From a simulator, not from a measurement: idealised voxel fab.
process module | voxel transistor to metal
cross-section cut | 185 nm wide | cells 5 nm
A cross-section is a grid of square cells, given in bands from the top down. A band is one or more rows of cells.
Each band's line starts with the height of the band's top and of its bottom, in nm. Then come its materials from left to right, each with its width in nm. One material with "throughout" fills the band from edge to edge. "air" is empty space.
Height 0 is the level under which the wafer as received is all one material. The lowest band goes on downwards, as in "0 down".
A width such as "30 to 40" changes by the same amount from each row of cells to the next, from the band's top row to its bottom row.
"no change" after a step means that no cell of the cross-section changed.
closed voids: empty space of 8 cells or more with no open way to the top, each as width x height at its distance from the left edge, in nm
after a step's settings: what the simulator itself notes on the step
overlay nm, on a step with a mask: how far to the right of its planned place the mask lay; to the left if negative
Each pair below shows a cross-section before one step and the cross-section after it, down to the lowest band that changed. The line under each pair gives the step between them, with its settings. The pairs can come from different runs of this module on the same starting wafer, so a pair continues from the pair above only where its "before" says so.
before
  80 to 55: lowk 45 | air 15 | lowk 60 | air 15 | lowk 50
  55 to 50: SiCN 45 | air 15 | SiCN 60 | air 15 | SiCN 50
  50 to 35: SiO2 45 | TiN 5 | W 5 | TiN 5 | SiO2 60 | TiN 5 | W 5 | TiN 5 | SiO2 50
  35 to 20: SiO2 45 | TiN 5 | W 5 | TiN 5 | SiO2 10 | SiN 5 | SiCN 20 | SiN 5 | SiO2 20 | TiN 5 | W 5 | TiN 5 | SiO2 50
  20 to 10: SiO2 45 | TiN 5 | W 5 | TiN 5 | SiO2 10 | SiN 5 | polySi 20 | SiN 5 | SiO2 20 | TiN 5 | W 5 | TiN 5 | SiO2 50
  10 to 5: SiO2 45 | TiN 15 | SiO2 10 | SiN 5 | polySi 20 | SiN 5 | SiO2 20 | TiN 5 | W 5 | TiN 5 | SiO2 50
  5 to 0: SiO2 45 | TiN 10 | nSi 15 | SiN 5 | polySi 20 | SiN 5 | nSi 15 | SiO2 5 | TiN 5 | W 5 | TiN 5 | SiO2 50
  0 to -5: SiO2 45 | TiN 10 | nSi 15 | SiN 5 | polySi 20 | SiN 5 | nSi 15 | SiO2 5 | TiN 15 | SiO2 50
  -5 to -10: SiO2 40 | nSi 30 | SiO2 30 | nSi 40 | SiO2 45
  -10 to -20: SiO2 45 | nSi 25 | Si 30 | nSi 35 | SiO2 50
  -20 to -30: SiO2 45 | Si 90 | SiO2 50
  -30 down: Si throughout
  closed voids: none
after
  85 to 80: TiN 50 | air 5 | TiN 70 | air 5 | TiN 55
  80 to 55: lowk 45 | TiN 5 | air 5 | TiN 5 | lowk 60 | TiN 5 | air 5 | TiN 5 | lowk 50
  55 to 50: SiCN 45 | TiN 15 | SiCN 60 | TiN 15 | SiCN 50
  below 50: unchanged
  closed voids: none
the step between: op CONFORMAL_DEP | material TiN | thk nm 5
before: the cross-section after the pair above
after
  90 to 85: Ru throughout
  85 to 80: TiN 50 | Ru 5 | TiN 70 | Ru 5 | TiN 55
  80 to 55: lowk 45 | TiN 5 | Ru 5 | TiN 5 | lowk 60 | TiN 5 | Ru 5 | TiN 5 | lowk 50
  below 55: unchanged
  closed voids: none
the step between: op FILL_DEP | material Ru | thk nm 5
before: the cross-section after the pair above
after
  80 to 55: lowk 45 | TiN 5 | Ru 5 | TiN 5 | lowk 60 | TiN 5 | Ru 5 | TiN 5 | lowk 50
  below 55: unchanged
  closed voids: none
the step between: op CMP | height nm 80
before: the cross-section after the pair above
after
  85 to 80: SiN throughout
  below 80: unchanged
  closed voids: none
the step between: op CONFORMAL_DEP | material SiN | thk nm 5
before
  50 to 35: SiO2 45 | air 15 | SiO2 60 | air 15 | SiO2 50
  35 to 20: SiO2 45 | air 15 | SiO2 15 | SiN 5 | SiCN 20 | SiN 5 | SiO2 15 | air 15 | SiO2 50
  20 to 5: SiO2 45 | air 15 | SiO2 15 | SiN 5 | polySi 20 | SiN 5 | SiO2 15 | air 15 | SiO2 50
  5 to -5: SiO2 45 | air 15 | nSi 15 | SiN 5 | polySi 20 | SiN 5 | nSi 15 | air 15 | SiO2 50
  -5 to -10: SiO2 40 | nSi 35 | SiO2 30 | nSi 35 | SiO2 45
  -10 to -20: SiO2 45 | nSi 30 | Si 30 | nSi 30 | SiO2 50
  -20 to -30: SiO2 45 | Si 90 | SiO2 50
  -30 down: Si throughout
  closed voids: none
after
  55 to 35: SiO2 50 | air 5 | SiO2 70 | air 5 | SiO2 55
  35 to 20: SiO2 50 | air 5 | SiO2 20 | SiN 5 | SiCN 20 | SiN 5 | SiO2 20 | air 5 | SiO2 55
  20 to 5: SiO2 50 | air 5 | SiO2 20 | SiN 5 | polySi 20 | SiN 5 | SiO2 20 | air 5 | SiO2 55
  5 to 0: SiO2 50 | air 5 | SiO2 5 | nSi 15 | SiN 5 | polySi 20 | SiN 5 | nSi 15 | SiO2 5 | air 5 | SiO2 55
  0 to -5: SiO2 60 | nSi 15 | SiN 5 | polySi 20 | SiN 5 | nSi 15 | SiO2 65
  below -5: unchanged
  closed voids: none
the step between: op CONFORMAL_DEP | material SiO2 | thk nm 5
before: the cross-section after the pair above
after
  65 to 55: W throughout
  55 to 35: SiO2 50 | W 5 | SiO2 70 | W 5 | SiO2 55
  35 to 20: SiO2 50 | W 5 | SiO2 20 | SiN 5 | SiCN 20 | SiN 5 | SiO2 20 | W 5 | SiO2 55
  20 to 5: SiO2 50 | W 5 | SiO2 20 | SiN 5 | polySi 20 | SiN 5 | SiO2 20 | W 5 | SiO2 55
  5 to 0: SiO2 50 | W 5 | SiO2 5 | nSi 15 | SiN 5 | polySi 20 | SiN 5 | nSi 15 | SiO2 5 | W 5 | SiO2 55
  below 0: unchanged
  closed voids: none
the step between: op FILL_DEP | material W | thk nm 10
before: the cross-section after the pair above
after
  50 to 35: SiO2 50 | W 5 | SiO2 70 | W 5 | SiO2 55
  below 35: unchanged
  closed voids: none
the step between: op CMP | height nm 50
before: the cross-section after the pair above
after
  55 to 50: SiCN throughout
  below 50: unchanged
  closed voids: none
the step between: op CONFORMAL_DEP | material SiCN | thk nm 5
before: the cross-section after the pair above
after
  80 to 55: lowk throughout
  below 55: unchanged
  closed voids: none
the step between: op DIRECTIONAL_DEP | material lowk | thk nm 25
before: the cross-section after the pair above
after
  100 to 80: resist 45 | air 15 | resist 60 | air 15 | resist 50
  below 80: unchanged
  closed voids: none
the step between: op PATTERN | tone open | mask id METAL_1 | material resist | width nm 15 | pitch nm 75 | thk nm 20 | overlay nm 0
before: the cross-section after the pair above
after
  100 to 80: resist 45 | air 15 | resist 60 | air 15 | resist 50
  80 to 55: lowk 45 | air 15 | lowk 60 | air 15 | lowk 50
  below 55: unchanged
  closed voids: none
the step between: op DIRECTIONAL_ETCH | etch materials lowk | depth nm 25
before: the cross-section after the pair above
after
  100 to 80: resist 45 | air 15 | resist 60 | air 15 | resist 50
  80 to 55: lowk 45 | air 15 | lowk 60 | air 15 | lowk 50
  55 to 50: SiCN 45 | air 15 | SiCN 60 | air 15 | SiCN 50
  below 50: unchanged
  closed voids: none
the step between: op DIRECTIONAL_ETCH | etch materials SiCN | depth nm 5
before: the cross-section after the pair above
after
  80 to 55: lowk 45 | air 15 | lowk 60 | air 15 | lowk 50
  below 55: unchanged
  closed voids: none
the step between: op STRIP | etch materials resist
before: the cross-section after the pair above
after
  85 to 80: TiN 50 | air 5 | TiN 70 | air 5 | TiN 55
  80 to 55: lowk 45 | TiN 5 | air 5 | TiN 5 | lowk 60 | TiN 5 | air 5 | TiN 5 | lowk 50
  55 to 50: SiCN 45 | TiN 15 | SiCN 60 | TiN 15 | SiCN 50
  below 50: unchanged
  closed voids: none
the step between: op CONFORMAL_DEP | material TiN | thk nm 5
before: the cross-section after the pair above
after
  90 to 85: Ru throughout
  85 to 80: TiN 50 | Ru 5 | TiN 70 | Ru 5 | TiN 55
  80 to 55: lowk 45 | TiN 5 | Ru 5 | TiN 5 | lowk 60 | TiN 5 | Ru 5 | TiN 5 | lowk 50
  below 55: unchanged
  closed voids: none
the step between: op FILL_DEP | material Ru | thk nm 5
before: the cross-section after the pair above
after
  80 to 55: lowk 45 | TiN 5 | Ru 5 | TiN 5 | lowk 60 | TiN 5 | Ru 5 | TiN 5 | lowk 50
  below 55: unchanged
  closed voids: none
the step between: op CMP | height nm 80
before: the cross-section after the pair above
after
  85 to 80: SiN throughout
  below 80: unchanged
  closed voids: none
the step between: op CONFORMAL_DEP | material SiN | thk nm 5
before
  60 to 50: aC throughout
  50 to 35: SiO2 throughout
  35 to 20: SiO2 75 | SiN 5 | SiCN 20 | SiN 5 | SiO2 80
  20 to 5: SiO2 75 | SiN 5 | polySi 20 | SiN 5 | SiO2 80
  5 to -5: SiO2 60 | nSi 15 | SiN 5 | polySi 20 | SiN 5 | nSi 15 | SiO2 65
  -5 to -10: SiO2 40 | nSi 35 | SiO2 30 | nSi 35 | SiO2 45
  -10 to -20: SiO2 45 | nSi 30 | Si 30 | nSi 30 | SiO2 50
  -20 to -30: SiO2 45 | Si 90 | SiO2 50
  -30 down: Si throughout
  closed voids: none
after
  85 to 60: air 45 | resist 15 | air 60 | resist 15 | air 50
  below 60: unchanged
  closed voids: none
the step between: op PATTERN | tone cover | mask id CONTACT | material resist | width nm 15 | pitch nm 75 | thk nm 25 | overlay nm 0
before: the cross-section after the pair above
after
  75 to 60: air 45 | resist 15 | air 60 | resist 15 | air 50
  60 to 50: air 45 | aC 15 | air 60 | aC 15 | air 50
  below 50: unchanged
  closed voids: none
the step between: op DIRECTIONAL_ETCH | etch materials aC | depth nm 10
before: the cross-section after the pair above
after
  60 to 50: air 45 | aC 15 | air 60 | aC 15 | air 50
  below 50: unchanged
  closed voids: none
the step between: op STRIP | etch materials resist
before: the cross-section after the pair above
after
  60 to 50: air 45 | aC 15 | air 60 | aC 15 | air 50
  50 to 35: air 45 | SiO2 15 | air 60 | SiO2 15 | air 50
  35 to 20: air 45 | SiO2 15 | air 15 | SiN 5 | SiCN 20 | SiN 5 | air 15 | SiO2 15 | air 50
  20 to 5: air 45 | SiO2 15 | air 15 | SiN 5 | polySi 20 | SiN 5 | air 15 | SiO2 15 | air 50
  5 to -5: air 45 | SiO2 15 | nSi 15 | SiN 5 | polySi 20 | SiN 5 | nSi 15 | SiO2 15 | air 50
  below -5: unchanged
  closed voids: none
the step between: op DIRECTIONAL_ETCH | etch materials SiO2 | depth nm 55
before: the cross-section after the pair above
after
  50 to 35: air 45 | SiO2 15 | air 60 | SiO2 15 | air 50
  below 35: unchanged
  closed voids: none
the step between: op STRIP | etch materials aC
before: the cross-section after the pair above
after
  55 to 50: air 40 | TiN 25 | air 50 | TiN 25 | air 45
  50 to 40: air 40 | TiN 5 | SiO2 15 | TiN 5 | air 50 | TiN 5 | SiO2 15 | TiN 5 | air 45
  40 to 35: air 40 | TiN 5 | SiO2 15 | TiN 5 | air 5 | TiN 40 | air 5 | TiN 5 | SiO2 15 | TiN 5 | air 45
  35 to 20: air 40 | TiN 5 | SiO2 15 | TiN 5 | air 5 | TiN 5 | SiN 5 | SiCN 20 | SiN 5 | TiN 5 | air 5 | TiN 5 | SiO2 15 | TiN 5 | air 45
  20 to 10: air 40 | TiN 5 | SiO2 15 | TiN 5 | air 5 | TiN 5 | SiN 5 | polySi 20 | SiN 5 | TiN 5 | air 5 | TiN 5 | SiO2 15 | TiN 5 | air 45
  10 to 5: air 40 | TiN 5 | SiO2 15 | TiN 15 | SiN 5 | polySi 20 | SiN 5 | TiN 15 | SiO2 15 | TiN 5 | air 45
  5 to 0: air 40 | TiN 5 | SiO2 15 | nSi 15 | SiN 5 | polySi 20 | SiN 5 | nSi 15 | SiO2 15 | TiN 5 | air 45
  0 to -5: TiN 45 | SiO2 15 | nSi 15 | SiN 5 | polySi 20 | SiN 5 | nSi 15 | SiO2 15 | TiN 50
  below -5: unchanged
  closed voids: none
the step between: op CONFORMAL_DEP | material TiN | thk nm 5
before: the cross-section after the pair above
after
  65 to 55: W throughout
  55 to 50: W 40 | TiN 25 | W 50 | TiN 25 | W 45
  50 to 40: W 40 | TiN 5 | SiO2 15 | TiN 5 | W 50 | TiN 5 | SiO2 15 | TiN 5 | W 45
  40 to 35: W 40 | TiN 5 | SiO2 15 | TiN 5 | W 5 | TiN 40 | W 5 | TiN 5 | SiO2 15 | TiN 5 | W 45
  35 to 20: W 40 | TiN 5 | SiO2 15 | TiN 5 | W 5 | TiN 5 | SiN 5 | SiCN 20 | SiN 5 | TiN 5 | W 5 | TiN 5 | SiO2 15 | TiN 5 | W 45
  20 to 10: W 40 | TiN 5 | SiO2 15 | TiN 5 | W 5 | TiN 5 | SiN 5 | polySi 20 | SiN 5 | TiN 5 | W 5 | TiN 5 | SiO2 15 | TiN 5 | W 45
  10 to 5: W 40 | TiN 5 | SiO2 15 | TiN 15 | SiN 5 | polySi 20 | SiN 5 | TiN 15 | SiO2 15 | TiN 5 | W 45
  5 to 0: W 40 | TiN 5 | SiO2 15 | nSi 15 | SiN 5 | polySi 20 | SiN 5 | nSi 15 | SiO2 15 | TiN 5 | W 45
  below 0: unchanged
  closed voids: none
the step between: op FILL_DEP | material W | thk nm 10
before: the cross-section after the pair above
after
  50 to 40: W 40 | TiN 5 | SiO2 15 | TiN 5 | W 50 | TiN 5 | SiO2 15 | TiN 5 | W 45
  below 40: unchanged
  closed voids: none
the step between: op CMP | height nm 50
before: the cross-section after the pair above
after
  55 to 50: SiCN throughout
  below 50: unchanged
  closed voids: none
the step between: op CONFORMAL_DEP | material SiCN | thk nm 5
before: the cross-section after the pair above
after
  80 to 55: lowk throughout
  below 55: unchanged
  closed voids: none
the step between: op DIRECTIONAL_DEP | material lowk | thk nm 25
before: the cross-section after the pair above
after
  100 to 80: resist 45 | air 15 | resist 60 | air 15 | resist 50
  below 80: unchanged
  closed voids: none
the step between: op PATTERN | tone open | mask id METAL_1 | material resist | width nm 15 | pitch nm 75 | thk nm 20 | overlay nm 0
before: the cross-section after the pair above
after
  100 to 80: resist 45 | air 15 | resist 60 | air 15 | resist 50
  80 to 55: lowk 45 | air 15 | lowk 60 | air 15 | lowk 50
  below 55: unchanged
  closed voids: none
the step between: op DIRECTIONAL_ETCH | etch materials lowk | depth nm 25
before: the cross-section after the pair above
after
  100 to 80: resist 45 | air 15 | resist 60 | air 15 | resist 50
  80 to 55: lowk 45 | air 15 | lowk 60 | air 15 | lowk 50
  55 to 50: SiCN 45 | air 15 | SiCN 60 | air 15 | SiCN 50
  below 50: unchanged
  closed voids: none
the step between: op DIRECTIONAL_ETCH | etch materials SiCN | depth nm 5
before: the cross-section after the pair above
after
  80 to 55: lowk 45 | air 15 | lowk 60 | air 15 | lowk 50
  below 55: unchanged
  closed voids: none
the step between: op STRIP | etch materials resist
before: the cross-section after the pair above
after
  85 to 80: TiN 50 | air 5 | TiN 70 | air 5 | TiN 55
  80 to 55: lowk 45 | TiN 5 | air 5 | TiN 5 | lowk 60 | TiN 5 | air 5 | TiN 5 | lowk 50
  55 to 50: SiCN 45 | TiN 15 | SiCN 60 | TiN 15 | SiCN 50
  below 50: unchanged
  closed voids: none
the step between: op CONFORMAL_DEP | material TiN | thk nm 5
before: the cross-section after the pair above
after
  90 to 85: Ru throughout
  85 to 80: TiN 50 | Ru 5 | TiN 70 | Ru 5 | TiN 55
  80 to 55: lowk 45 | TiN 5 | Ru 5 | TiN 5 | lowk 60 | TiN 5 | Ru 5 | TiN 5 | lowk 50
  below 55: unchanged
  closed voids: none
the step between: op FILL_DEP | material Ru | thk nm 5
before: the cross-section after the pair above
after
  80 to 55: lowk 45 | TiN 5 | Ru 5 | TiN 5 | lowk 60 | TiN 5 | Ru 5 | TiN 5 | lowk 50
  below 55: unchanged
  closed voids: none
the step between: op CMP | height nm 80
before: the cross-section after the pair above
after
  85 to 80: SiN throughout
  below 80: unchanged
  closed voids: none
the step between: op CONFORMAL_DEP | material SiN | thk nm 5
